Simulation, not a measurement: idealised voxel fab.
process module | voxel self aligned contacts
cross-section cut | 285 nm wide | cells 5 nm
A cross-section is a grid of square cells, given in bands from the top down. A band is one or more rows of cells.
Each band's line starts with the height of the band's top and of its bottom, in nm. Then come its materials from left to right, each with its width in nm. One material with "throughout" fills the band from edge to edge. "air" is empty space.
Height 0 is the level under which the wafer as received is all one material. The lowest band goes on downwards, as in "0 down".
A width such as "30 to 40" changes by the same amount from each row of cells to the next, from the band's top row to its bottom row.
"no change" after a step means that no cell of the cross-section changed.
closed voids: empty space of 8 cells or more with no open way to the top, each as width x height at its distance from the left edge, in nm
after a step's settings: what the simulator itself notes on the step
overlay nm, on a step with a mask: how far to the right of its planned place the mask lay; to the left if negative
plan
1 op RECEIVE | material Si
2 op OXIDIZE | depth nm 5
3 op DIRECTIONAL_DEP | material polySi | thk nm 30
4 op DIRECTIONAL_DEP | material SiN | thk nm 20
5 op MASKED_ETCH | tone cover | mask id GATE | width nm 25 | pitch nm 70 | etch materials SiN | depth nm 20 | overlay nm 0
6 op MASKED_ETCH | tone cover | mask id GATE | width nm 25 | pitch nm 70 | etch materials polySi | depth nm 30 | overlay nm 0
7 op CONFORMAL_DEP | material SiN | thk nm 10
8 op DIRECTIONAL_ETCH | etch materials SiN | depth nm 10
9 op FILL_DEP | material SiO2 | thk nm 20
10 op CMP | height nm 60
11 op DIRECTIONAL_DEP | material aC | thk nm 10
12 op PATTERN | tone open | mask id CONTACT | material resist | width nm 55 | pitch nm 70 | thk nm 30 | overlay nm 0
13 op DIRECTIONAL_ETCH | etch materials aC | depth nm 10
14 op STRIP | etch materials resist
15 op DIRECTIONAL_ETCH | etch materials SiO2 | depth nm 65
16 op STRIP | etch materials aC
17 op CONFORMAL_DEP | material TiN | thk nm 5
18 op FILL_DEP | material W | thk nm 10
19 op CMP | height nm 60
20 op CONFORMAL_DEP | material SiN | thk nm 5
as received, after step 1
  0 down: Si throughout
  closed voids: none
a wafer at the end: this start, this plan, one mistake
  80 to 75: SiN throughout
  75 to 65: W throughout
  65 to 60: TiN 85 | W 45 | TiN 25 | W 45 | TiN 85
  60 to 50: SiO2 80 | TiN 5 to 20 | W 45 to 15 | TiN 5 to 20 | SiO2 15 | TiN 5 to 20 | W 45 to 15 | TiN 5 to 20 | SiO2 80
  50 to 30: SiO2 50 | SiN 45 | TiN 5 | W 15 | TiN 5 | SiN 45 | TiN 5 | W 15 | TiN 5 | SiN 45 | SiO2 50
  30 to 0: SiO2 50 | SiN 10 | polySi 25 | SiN 10 | TiN 5 | W 15 | TiN 5 | SiN 10 | polySi 25 | SiN 10 | TiN 5 | W 15 | TiN 5 | SiN 10 | polySi 25 | SiN 10 | SiO2 50
  0 to -5: SiO2 95 | TiN 25 | SiO2 45 | TiN 25 | SiO2 95
  -5 down: Si throughout
  closed voids: none
what went wrong: step 19 was left out
